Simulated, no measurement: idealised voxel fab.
process module | voxel transistor to metal
cross-section cut | 185 nm wide | cells 5 nm
A cross-section is a grid of square cells, given in bands from the top down. A band is one or more rows of cells.
Each band's line starts with the height of the band's top and of its bottom, in nm. Then come its materials from left to right, each with its width in nm. One material with "throughout" fills the band from edge to edge. "air" is empty space.
Height 0 is the level under which the wafer as received is all one material. The lowest band goes on downwards, as in "0 down".
A width such as "30 to 40" changes by the same amount from each row of cells to the next, from the band's top row to its bottom row.
"no change" after a step means that no cell of the cross-section changed.
closed voids: empty space of 8 cells or more with no open way to the top, each as width x height at its distance from the left edge, in nm
after a step's settings: what the simulator itself notes on the step
overlay nm, on a step with a mask: how far to the right of its planned place the mask lay; to the left if negative
plan
1 op RECEIVE | material Si
2 op CONFORMAL_DEP | material SiO2 | thk nm 5
3 op CONFORMAL_DEP | material SiN | thk nm 10
4 op MASKED_ETCH | tone cover | mask id ACTIVE | width nm 105 | etch materials SiN | depth nm 10 | overlay nm 0
5 op MASKED_ETCH | tone cover | mask id ACTIVE | width nm 105 | etch materials SiO2 | depth nm 5 | overlay nm 0
6 op MASKED_ETCH | tone cover | mask id ACTIVE | width nm 105 | etch materials Si | depth nm 20 | overlay nm 0
7 op OXIDIZE | depth nm 5
8 op FILL_DEP | material SiO2 | thk nm 5
9 op CMP | height nm 15
10 op SELECTIVE_ETCH | etch materials SiO2 | depth nm 10
11 op STRIP | etch materials SiN
12 op SELECTIVE_ETCH | etch materials SiO2 | depth nm 5
13 op OXIDIZE | depth nm 5
14 op DIRECTIONAL_DEP | material polySi | thk nm 25
15 op DIRECTIONAL_DEP | material SiCN | thk nm 15
16 op DIRECTIONAL_DEP | material aC | thk nm 10
17 op PATTERN | tone cover | mask id GATE | material resist | width nm 15 | thk nm 30 | overlay nm 0
18 op DIRECTIONAL_ETCH | etch materials aC | depth nm 10
19 op STRIP | etch materials resist
20 op DIRECTIONAL_ETCH | etch materials SiCN | depth nm 25
21 op DIRECTIONAL_ETCH | etch materials polySi | depth nm 35
22 op STRIP | etch materials aC
23 op CONFORMAL_DEP | material SiO2 | thk nm 5
24 op DIRECTIONAL_ETCH | etch materials SiO2 | depth nm 5
25 op CONFORMAL_DEP | material SiN | thk nm 5
26 op DIRECTIONAL_ETCH | etch materials SiN | depth nm 5
27 op DIRECTIONAL_ETCH | etch materials SiO2 | depth nm 5
28 op DIRECTIONAL_ETCH | etch materials Si | depth nm 5
29 op EPI | material pSi | thk nm 10
30 op FILL_DEP | material SiO2 | thk nm 10
31 op CMP | height nm 40
32 op DIRECTIONAL_DEP | material SiO2 | thk nm 10
33 op PATTERN | tone open | mask id CONTACT | material resist | width nm 20 | pitch nm 75 | thk nm 15 | overlay nm 0
34 op DIRECTIONAL_ETCH | etch materials SiO2 | depth nm 50
35 op STRIP | etch materials resist
36 op CONFORMAL_DEP | material TiN | thk nm 5
37 op FILL_DEP | material W | thk nm 10
38 op CMP | height nm 50
39 op DIRECTIONAL_DEP | material TiN | thk nm 5
40 op DIRECTIONAL_DEP | material Ru | thk nm 25
41 op DIRECTIONAL_DEP | material aC | thk nm 10
42 op PATTERN | tone cover | mask id METAL_1 | material resist | width nm 20 | pitch nm 75 | thk nm 30 | overlay nm 0
43 op DIRECTIONAL_ETCH | etch materials aC | depth nm 10
44 op STRIP | etch materials resist
45 op DIRECTIONAL_ETCH | etch materials Ru | depth nm 25
46 op DIRECTIONAL_ETCH | etch materials TiN | depth nm 5
47 op STRIP | etch materials aC
48 op CONFORMAL_DEP | material SiN | thk nm 5
49 op FILL_DEP | material lowk | thk nm 5
50 op CMP | height nm 80
51 op CONFORMAL_DEP | material SiCN | thk nm 5
first wafer, as planned
as received, after step 1
  0 down: Si throughout
  closed voids: none
after step 2
  5 to 0: SiO2 throughout
  below 0: unchanged
after step 3
  15 to 5: SiN throughout
  below 5: unchanged
after step 4
  15 to 5: air 40 | SiN 105 | air 40
  below 5: unchanged
after step 5
  15 to 5: air 40 | SiN 105 | air 40
  5 to 0: air 40 | SiO2 105 | air 40
  below 0: unchanged
after step 6
  15 to 5: air 40 | SiN 105 | air 40
  5 to 0: air 40 | SiO2 105 | air 40
  0 to -20: air 40 | Si 105 | air 40
  below -20: unchanged
after step 7
  15 to 5: air 40 | SiN 105 | air 40
  5 to 0: air 40 | SiO2 105 | air 40
  0 to -20: air 40 | SiO2 5 | Si 95 | SiO2 5 | air 40
  -20 to -25: SiO2 45 | Si 95 | SiO2 45
  below -25: unchanged
after step 8
  20 to 15: SiO2 throughout
  15 to 5: SiO2 40 | SiN 105 | SiO2 40
  5 to 0: SiO2 throughout
  0 to -25: SiO2 45 | Si 95 | SiO2 45
  below -25: unchanged
after step 9
  15 to 5: SiO2 40 | SiN 105 | SiO2 40
  below 5: unchanged
after step 10
  15 to 5: air 40 | SiN 105 | air 40
  below 5: unchanged
after step 11
  5 to 0: SiO2 throughout
  below 0: unchanged
after step 12
  0 to -25: SiO2 45 | Si 95 | SiO2 45
  below -25: unchanged
after step 13
  0 to -5: SiO2 throughout
  below -5: unchanged
after step 14
  25 to 0: polySi throughout
  below 0: unchanged
after step 15
  40 to 25: SiCN throughout
  below 25: unchanged
after step 16
  50 to 40: aC throughout
  below 40: unchanged
after step 17
  80 to 50: air 85 | resist 15 | air 85
  below 50: unchanged
after step 18
  70 to 50: air 85 | resist 15 | air 85
  50 to 40: air 85 | aC 15 | air 85
  below 40: unchanged
after step 19
  50 to 40: air 85 | aC 15 | air 85
  below 40: unchanged
after step 20
  50 to 40: air 85 | aC 15 | air 85
  40 to 25: air 85 | SiCN 15 | air 85
  below 25: unchanged
after step 21
  50 to 40: air 85 | aC 15 | air 85
  40 to 25: air 85 | SiCN 15 | air 85
  25 to 0: air 85 | polySi 15 | air 85
  below 0: unchanged
after step 22
  40 to 25: air 85 | SiCN 15 | air 85
  below 25: unchanged
after step 23
  45 to 40: air 80 | SiO2 25 | air 80
  40 to 25: air 80 | SiO2 5 | SiCN 15 | SiO2 5 | air 80
  25 to 5: air 80 | SiO2 5 | polySi 15 | SiO2 5 | air 80
  5 to 0: SiO2 85 | polySi 15 | SiO2 85
  below 0: unchanged
after step 24
  40 to 25: air 80 | SiO2 5 | SiCN 15 | SiO2 5 | air 80
  25 to 0: air 80 | SiO2 5 | polySi 15 | SiO2 5 | air 80
  below 0: unchanged
after step 25
  45 to 40: air 75 | SiN 35 | air 75
  40 to 25: air 75 | SiN 5 | SiO2 5 | SiCN 15 | SiO2 5 | SiN 5 | air 75
  25 to 5: air 75 | SiN 5 | SiO2 5 | polySi 15 | SiO2 5 | SiN 5 | air 75
  5 to 0: SiN 80 | SiO2 5 | polySi 15 | SiO2 5 | SiN 80
  below 0: unchanged
after step 26
  40 to 25: air 75 | SiN 5 | SiO2 5 | SiCN 15 | SiO2 5 | SiN 5 | air 75
  25 to 0: air 75 | SiN 5 | SiO2 5 | polySi 15 | SiO2 5 | SiN 5 | air 75
  below 0: unchanged
after step 27
  40 to 35: air 75 | SiN 5 | air 5 | SiCN 15 | air 5 | SiN 5 | air 75
  35 to 25: air 75 | SiN 5 | SiO2 5 | SiCN 15 | SiO2 5 | SiN 5 | air 75
  25 to 0: air 75 | SiN 5 | SiO2 5 | polySi 15 | SiO2 5 | SiN 5 | air 75
  0 to -5: air 75 | SiO2 35 | air 75
  below -5: unchanged
after step 28
  40 to 35: air 75 | SiN 5 | air 5 | SiCN 15 | air 5 | SiN 5 | air 75
  35 to 25: air 75 | SiN 5 | SiO2 5 | SiCN 15 | SiO2 5 | SiN 5 | air 75
  25 to 0: air 75 | SiN 5 | SiO2 5 | polySi 15 | SiO2 5 | SiN 5 | air 75
  0 to -5: air 75 | SiO2 35 | air 75
  -5 to -10: SiO2 45 | air 30 | Si 35 | air 30 | SiO2 45
  below -10: unchanged
after step 29
  40 to 35: air 75 | SiN 5 | air 5 | SiCN 15 | air 5 | SiN 5 | air 75
  35 to 25: air 75 | SiN 5 | SiO2 5 | SiCN 15 | SiO2 5 | SiN 5 | air 75
  25 to 5: air 75 | SiN 5 | SiO2 5 | polySi 15 | SiO2 5 | SiN 5 | air 75
  5 to 0: air 65 | pSi 10 | SiN 5 | SiO2 5 | polySi 15 | SiO2 5 | SiN 5 | pSi 10 | air 65
  0 to -5: air 40 | pSi 35 | SiO2 35 | pSi 35 | air 40
  -5 to -10: SiO2 45 | pSi 30 | Si 35 | pSi 30 | SiO2 45
  below -10: unchanged
after step 30
  50 to 40: SiO2 throughout
  40 to 25: SiO2 75 | SiN 5 | SiO2 5 | SiCN 15 | SiO2 5 | SiN 5 | SiO2 75
  25 to 5: SiO2 75 | SiN 5 | SiO2 5 | polySi 15 | SiO2 5 | SiN 5 | SiO2 75
  5 to 0: SiO2 65 | pSi 10 | SiN 5 | SiO2 5 | polySi 15 | SiO2 5 | SiN 5 | pSi 10 | SiO2 65
  0 to -5: SiO2 40 | pSi 35 | SiO2 35 | pSi 35 | SiO2 40
  below -5: unchanged
after step 31
  40 to 25: SiO2 75 | SiN 5 | SiO2 5 | SiCN 15 | SiO2 5 | SiN 5 | SiO2 75
  below 25: unchanged
after step 32
  50 to 40: SiO2 throughout
  below 40: unchanged
after step 33
  65 to 50: resist 45 | air 20 | resist 55 | air 20 | resist 45
  below 50: unchanged
after step 34
  65 to 50: resist 45 | air 20 | resist 55 | air 20 | resist 45
  50 to 40: SiO2 45 | air 20 | SiO2 55 | air 20 | SiO2 45
  40 to 25: SiO2 45 | air 20 | SiO2 10 | SiN 5 | SiO2 5 | SiCN 15 | SiO2 5 | SiN 5 | SiO2 10 | air 20 | SiO2 45
  25 to 5: SiO2 45 | air 20 | SiO2 10 | SiN 5 | SiO2 5 | polySi 15 | SiO2 5 | SiN 5 | SiO2 10 | air 20 | SiO2 45
  5 to 0: SiO2 45 | air 20 | pSi 10 | SiN 5 | SiO2 5 | polySi 15 | SiO2 5 | SiN 5 | pSi 10 | air 20 | SiO2 45
  below 0: unchanged
after step 35
  50 to 40: SiO2 45 | air 20 | SiO2 55 | air 20 | SiO2 45
  below 40: unchanged
after step 36
  55 to 50: TiN 50 | air 10 | TiN 65 | air 10 | TiN 50
  50 to 40: SiO2 45 | TiN 5 | air 10 | TiN 5 | SiO2 55 | TiN 5 | air 10 | TiN 5 | SiO2 45
  40 to 25: SiO2 45 | TiN 5 | air 10 | TiN 5 | SiO2 10 | SiN 5 | SiO2 5 | SiCN 15 | SiO2 5 | SiN 5 | SiO2 10 | TiN 5 | air 10 | TiN 5 | SiO2 45
  25 to 5: SiO2 45 | TiN 5 | air 10 | TiN 5 | SiO2 10 | SiN 5 | SiO2 5 | polySi 15 | SiO2 5 | SiN 5 | SiO2 10 | TiN 5 | air 10 | TiN 5 | SiO2 45
  5 to 0: SiO2 45 | TiN 20 | pSi 10 | SiN 5 | SiO2 5 | polySi 15 | SiO2 5 | SiN 5 | pSi 10 | TiN 20 | SiO2 45
  below 0: unchanged
after step 37
  65 to 55: W throughout
  55 to 50: TiN 50 | W 10 | TiN 65 | W 10 | TiN 50
  50 to 40: SiO2 45 | TiN 5 | W 10 | TiN 5 | SiO2 55 | TiN 5 | W 10 | TiN 5 | SiO2 45
  40 to 25: SiO2 45 | TiN 5 | W 10 | TiN 5 | SiO2 10 | SiN 5 | SiO2 5 | SiCN 15 | SiO2 5 | SiN 5 | SiO2 10 | TiN 5 | W 10 | TiN 5 | SiO2 45
  25 to 5: SiO2 45 | TiN 5 | W 10 | TiN 5 | SiO2 10 | SiN 5 | SiO2 5 | polySi 15 | SiO2 5 | SiN 5 | SiO2 10 | TiN 5 | W 10 | TiN 5 | SiO2 45
  below 5: unchanged
after step 38
  50 to 40: SiO2 45 | TiN 5 | W 10 | TiN 5 | SiO2 55 | TiN 5 | W 10 | TiN 5 | SiO2 45
  below 40: unchanged
after step 39
  55 to 50: TiN throughout
  below 50: unchanged
after step 40
  80 to 55: Ru throughout
  below 55: unchanged
after step 41
  90 to 80: aC throughout
  below 80: unchanged
after step 42
  120 to 90: air 45 | resist 20 | air 55 | resist 20 | air 45
  below 90: unchanged
after step 43
  110 to 90: air 45 | resist 20 | air 55 | resist 20 | air 45
  90 to 80: air 45 | aC 20 | air 55 | aC 20 | air 45
  below 80: unchanged
after step 44
  90 to 80: air 45 | aC 20 | air 55 | aC 20 | air 45
  below 80: unchanged
after step 45
  90 to 80: air 45 | aC 20 | air 55 | aC 20 | air 45
  80 to 55: air 45 | Ru 20 | air 55 | Ru 20 | air 45
  below 55: unchanged
after step 46
  90 to 80: air 45 | aC 20 | air 55 | aC 20 | air 45
  80 to 55: air 45 | Ru 20 | air 55 | Ru 20 | air 45
  55 to 50: air 45 | TiN 20 | air 55 | TiN 20 | air 45
  below 50: unchanged
after step 47
  80 to 55: air 45 | Ru 20 | air 55 | Ru 20 | air 45
  below 55: unchanged
after step 48
  85 to 80: air 40 | SiN 30 | air 45 | SiN 30 | air 40
  80 to 55: air 40 | SiN 5 | Ru 20 | SiN 5 | air 45 | SiN 5 | Ru 20 | SiN 5 | air 40
  55 to 50: SiN 45 | TiN 20 | SiN 55 | TiN 20 | SiN 45
  below 50: unchanged
after step 49
  90 to 85: lowk throughout
  85 to 80: lowk 40 | SiN 30 | lowk 45 | SiN 30 | lowk 40
  80 to 55: lowk 40 | SiN 5 | Ru 20 | SiN 5 | lowk 45 | SiN 5 | Ru 20 | SiN 5 | lowk 40
  below 55: unchanged
after step 50
  80 to 55: lowk 40 | SiN 5 | Ru 20 | SiN 5 | lowk 45 | SiN 5 | Ru 20 | SiN 5 | lowk 40
  below 55: unchanged
after step 51
  85 to 80: SiCN throughout
  below 80: unchanged
second wafer: like start, like plan, one mistake. Through step 1 it matches the first wafer
when step 2 should have ended: no change
when step 3 should have ended
  10 to 0: SiN throughout
  below 0: unchanged
when step 4 should have ended
  10 to 0: air 40 | SiN 105 | air 40
  below 0: unchanged
when step 5 should have ended: no change
when step 6 should have ended
  10 to 0: air 40 | SiN 105 | air 40
  0 to -20: air 40 | Si 105 | air 40
  below -20: unchanged
when step 7 should have ended
  10 to 0: air 40 | SiN 105 | air 40
  0 to -20: air 40 | SiO2 5 | Si 95 | SiO2 5 | air 40
  -20 to -25: SiO2 45 | Si 95 | SiO2 45
  below -25: unchanged
when step 8 should have ended
  15 to 10: SiO2 throughout
  10 to 0: SiO2 40 | SiN 105 | SiO2 40
  0 to -25: SiO2 45 | Si 95 | SiO2 45
  below -25: unchanged
when step 9 should have ended: no change
when step 10 should have ended
  10 to 5: air 40 | SiN 105 | air 40
  below 5: unchanged
when step 11 should have ended
  5 to 0: SiO2 40 | air 105 | SiO2 40
  below 0: unchanged
when step 12 should have ended
  0 to -5: SiO2 35 | air 10 | Si 95 | air 10 | SiO2 35
  below -5: unchanged
when step 13 should have ended
  0 to -5: SiO2 35 | air 10 | SiO2 95 | air 10 | SiO2 35
  -5 to -10: SiO2 50 | Si 85 | SiO2 50
  below -10: unchanged
when step 14 should have ended
  25 to 20: polySi 35 | air 10 | polySi 95 | air 10 | polySi 35
  20 to 0: polySi throughout
  0 to -5: SiO2 35 | polySi 10 | SiO2 95 | polySi 10 | SiO2 35
  below -5: unchanged
when step 15 should have ended
  40 to 35: SiCN 35 | air 10 | SiCN 95 | air 10 | SiCN 35
  35 to 25: SiCN throughout
  25 to 20: polySi 35 | SiCN 10 | polySi 95 | SiCN 10 | polySi 35
  below 20: unchanged
when step 16 should have ended
  50 to 45: aC 35 | air 10 | aC 95 | air 10 | aC 35
  45 to 40: aC throughout
  40 to 35: SiCN 35 | aC 10 | SiCN 95 | aC 10 | SiCN 35
  below 35: unchanged
when step 17 should have ended
  80 to 50: air 85 | resist 15 | air 85
  below 50: unchanged
when step 18 should have ended
  70 to 50: air 85 | resist 15 | air 85
  50 to 40: air 85 | aC 15 | air 85
  40 to 35: SiCN 35 | air 10 | SiCN 95 | air 10 | SiCN 35
  below 35: unchanged
when step 19 should have ended
  50 to 40: air 85 | aC 15 | air 85
  below 40: unchanged
when step 20 should have ended
  50 to 40: air 85 | aC 15 | air 85
  40 to 25: air 85 | SiCN 15 | air 85
  25 to 20: polySi 35 | air 10 | polySi 95 | air 10 | polySi 35
  below 20: unchanged
when step 21 should have ended
  50 to 40: air 85 | aC 15 | air 85
  40 to 25: air 85 | SiCN 15 | air 85
  25 to 0: air 85 | polySi 15 | air 85
  0 to -5: SiO2 35 | air 10 | SiO2 95 | air 10 | SiO2 35
  below -5: unchanged
when step 22 should have ended
  40 to 25: air 85 | SiCN 15 | air 85
  below 25: unchanged
when step 23 should have ended
  45 to 40: air 80 | SiO2 25 | air 80
  40 to 25: air 80 | SiO2 5 | SiCN 15 | SiO2 5 | air 80
  25 to 5: air 80 | SiO2 5 | polySi 15 | SiO2 5 | air 80
  5 to 0: SiO2 85 | polySi 15 | SiO2 85
  0 to -5: SiO2 throughout
  below -5: unchanged
when step 24 should have ended
  40 to 25: air 80 | SiO2 5 | SiCN 15 | SiO2 5 | air 80
  25 to 0: air 80 | SiO2 5 | polySi 15 | SiO2 5 | air 80
  below 0: unchanged
when step 25 should have ended
  45 to 40: air 75 | SiN 35 | air 75
  40 to 25: air 75 | SiN 5 | SiO2 5 | SiCN 15 | SiO2 5 | SiN 5 | air 75
  25 to 5: air 75 | SiN 5 | SiO2 5 | polySi 15 | SiO2 5 | SiN 5 | air 75
  5 to 0: SiN 80 | SiO2 5 | polySi 15 | SiO2 5 | SiN 80
  below 0: unchanged
when step 26 should have ended
  40 to 25: air 75 | SiN 5 | SiO2 5 | SiCN 15 | SiO2 5 | SiN 5 | air 75
  25 to 0: air 75 | SiN 5 | SiO2 5 | polySi 15 | SiO2 5 | SiN 5 | air 75
  below 0: unchanged
when step 27 should have ended
  40 to 35: air 75 | SiN 5 | air 5 | SiCN 15 | air 5 | SiN 5 | air 75
  35 to 25: air 75 | SiN 5 | SiO2 5 | SiCN 15 | SiO2 5 | SiN 5 | air 75
  25 to 0: air 75 | SiN 5 | SiO2 5 | polySi 15 | SiO2 5 | SiN 5 | air 75
  0 to -5: air 75 | SiO2 35 | air 75
  below -5: unchanged
when step 28 should have ended
  40 to 35: air 75 | SiN 5 | air 5 | SiCN 15 | air 5 | SiN 5 | air 75
  35 to 25: air 75 | SiN 5 | SiO2 5 | SiCN 15 | SiO2 5 | SiN 5 | air 75
  25 to 0: air 75 | SiN 5 | SiO2 5 | polySi 15 | SiO2 5 | SiN 5 | air 75
  0 to -5: air 75 | SiO2 35 | air 75
  -5 to -10: SiO2 50 | air 25 | Si 35 | air 25 | SiO2 50
  below -10: unchanged
when step 29 should have ended
  40 to 35: air 75 | SiN 5 | air 5 | SiCN 15 | air 5 | SiN 5 | air 75
  35 to 25: air 75 | SiN 5 | SiO2 5 | SiCN 15 | SiO2 5 | SiN 5 | air 75
  25 to 5: air 75 | SiN 5 | SiO2 5 | polySi 15 | SiO2 5 | SiN 5 | air 75
  5 to 0: air 65 | pSi 10 | SiN 5 | SiO2 5 | polySi 15 | SiO2 5 | SiN 5 | pSi 10 | air 65
  0 to -5: air 45 | pSi 30 | SiO2 35 | pSi 30 | air 45
  -5 to -10: SiO2 50 | pSi 25 | Si 35 | pSi 25 | SiO2 50
  below -10: unchanged
when step 30 should have ended
  50 to 40: SiO2 throughout
  40 to 25: SiO2 75 | SiN 5 | SiO2 5 | SiCN 15 | SiO2 5 | SiN 5 | SiO2 75
  25 to 5: SiO2 75 | SiN 5 | SiO2 5 | polySi 15 | SiO2 5 | SiN 5 | SiO2 75
  5 to 0: SiO2 65 | pSi 10 | SiN 5 | SiO2 5 | polySi 15 | SiO2 5 | SiN 5 | pSi 10 | SiO2 65
  0 to -5: SiO2 45 | pSi 30 | SiO2 35 | pSi 30 | SiO2 45
  below -5: unchanged
when step 31 should have ended
  40 to 25: SiO2 75 | SiN 5 | SiO2 5 | SiCN 15 | SiO2 5 | SiN 5 | SiO2 75
  below 25: unchanged
when step 32 should have ended
  50 to 40: SiO2 throughout
  below 40: unchanged
when step 33 should have ended
  65 to 50: resist 45 | air 20 | resist 55 | air 20 | resist 45
  below 50: unchanged
when step 34 should have ended
  65 to 50: resist 45 | air 20 | resist 55 | air 20 | resist 45
  50 to 40: SiO2 45 | air 20 | SiO2 55 | air 20 | SiO2 45
  40 to 25: SiO2 45 | air 20 | SiO2 10 | SiN 5 | SiO2 5 | SiCN 15 | SiO2 5 | SiN 5 | SiO2 10 | air 20 | SiO2 45
  25 to 5: SiO2 45 | air 20 | SiO2 10 | SiN 5 | SiO2 5 | polySi 15 | SiO2 5 | SiN 5 | SiO2 10 | air 20 | SiO2 45
  5 to 0: SiO2 45 | air 20 | pSi 10 | SiN 5 | SiO2 5 | polySi 15 | SiO2 5 | SiN 5 | pSi 10 | air 20 | SiO2 45
  below 0: unchanged
when step 35 should have ended
  50 to 40: SiO2 45 | air 20 | SiO2 55 | air 20 | SiO2 45
  below 40: unchanged
when step 36 should have ended
  55 to 50: TiN 50 | air 10 | TiN 65 | air 10 | TiN 50
  50 to 40: SiO2 45 | TiN 5 | air 10 | TiN 5 | SiO2 55 | TiN 5 | air 10 | TiN 5 | SiO2 45
  40 to 25: SiO2 45 | TiN 5 | air 10 | TiN 5 | SiO2 10 | SiN 5 | SiO2 5 | SiCN 15 | SiO2 5 | SiN 5 | SiO2 10 | TiN 5 | air 10 | TiN 5 | SiO2 45
  25 to 5: SiO2 45 | TiN 5 | air 10 | TiN 5 | SiO2 10 | SiN 5 | SiO2 5 | polySi 15 | SiO2 5 | SiN 5 | SiO2 10 | TiN 5 | air 10 | TiN 5 | SiO2 45
  5 to 0: SiO2 45 | TiN 20 | pSi 10 | SiN 5 | SiO2 5 | polySi 15 | SiO2 5 | SiN 5 | pSi 10 | TiN 20 | SiO2 45
  below 0: unchanged
when step 37 should have ended
  65 to 55: W throughout
  55 to 50: TiN 50 | W 10 | TiN 65 | W 10 | TiN 50
  50 to 40: SiO2 45 | TiN 5 | W 10 | TiN 5 | SiO2 55 | TiN 5 | W 10 | TiN 5 | SiO2 45
  40 to 25: SiO2 45 | TiN 5 | W 10 | TiN 5 | SiO2 10 | SiN 5 | SiO2 5 | SiCN 15 | SiO2 5 | SiN 5 | SiO2 10 | TiN 5 | W 10 | TiN 5 | SiO2 45
  25 to 5: SiO2 45 | TiN 5 | W 10 | TiN 5 | SiO2 10 | SiN 5 | SiO2 5 | polySi 15 | SiO2 5 | SiN 5 | SiO2 10 | TiN 5 | W 10 | TiN 5 | SiO2 45
  below 5: unchanged
when step 38 should have ended
  50 to 40: SiO2 45 | TiN 5 | W 10 | TiN 5 | SiO2 55 | TiN 5 | W 10 | TiN 5 | SiO2 45
  below 40: unchanged
when step 39 should have ended
  55 to 50: TiN throughout
  below 50: unchanged
when step 40 should have ended
  80 to 55: Ru throughout
  below 55: unchanged
when step 41 should have ended
  90 to 80: aC throughout
  below 80: unchanged
when step 42 should have ended
  120 to 90: air 45 | resist 20 | air 55 | resist 20 | air 45
  below 90: unchanged
when step 43 should have ended
  110 to 90: air 45 | resist 20 | air 55 | resist 20 | air 45
  90 to 80: air 45 | aC 20 | air 55 | aC 20 | air 45
  below 80: unchanged
when step 44 should have ended
  90 to 80: air 45 | aC 20 | air 55 | aC 20 | air 45
  below 80: unchanged
when step 45 should have ended
  90 to 80: air 45 | aC 20 | air 55 | aC 20 | air 45
  80 to 55: air 45 | Ru 20 | air 55 | Ru 20 | air 45
  below 55: unchanged
when step 46 should have ended
  90 to 80: air 45 | aC 20 | air 55 | aC 20 | air 45
  80 to 55: air 45 | Ru 20 | air 55 | Ru 20 | air 45
  55 to 50: air 45 | TiN 20 | air 55 | TiN 20 | air 45
  below 50: unchanged
when step 47 should have ended
  80 to 55: air 45 | Ru 20 | air 55 | Ru 20 | air 45
  below 55: unchanged
when step 48 should have ended
  85 to 80: air 40 | SiN 30 | air 45 | SiN 30 | air 40
  80 to 55: air 40 | SiN 5 | Ru 20 | SiN 5 | air 45 | SiN 5 | Ru 20 | SiN 5 | air 40
  55 to 50: SiN 45 | TiN 20 | SiN 55 | TiN 20 | SiN 45
  below 50: unchanged
when step 49 should have ended
  90 to 85: lowk throughout
  85 to 80: lowk 40 | SiN 30 | lowk 45 | SiN 30 | lowk 40
  80 to 55: lowk 40 | SiN 5 | Ru 20 | SiN 5 | lowk 45 | SiN 5 | Ru 20 | SiN 5 | lowk 40
  below 55: unchanged
when step 50 should have ended
  80 to 55: lowk 40 | SiN 5 | Ru 20 | SiN 5 | lowk 45 | SiN 5 | Ru 20 | SiN 5 | lowk 40
  below 55: unchanged
when step 51 should have ended
  85 to 80: SiCN throughout
  below 80: unchanged
what went wrong: step 2 was left out
at the end the second wafer has, in cells: 4 more of SiO2 | 4 fewer of pSi
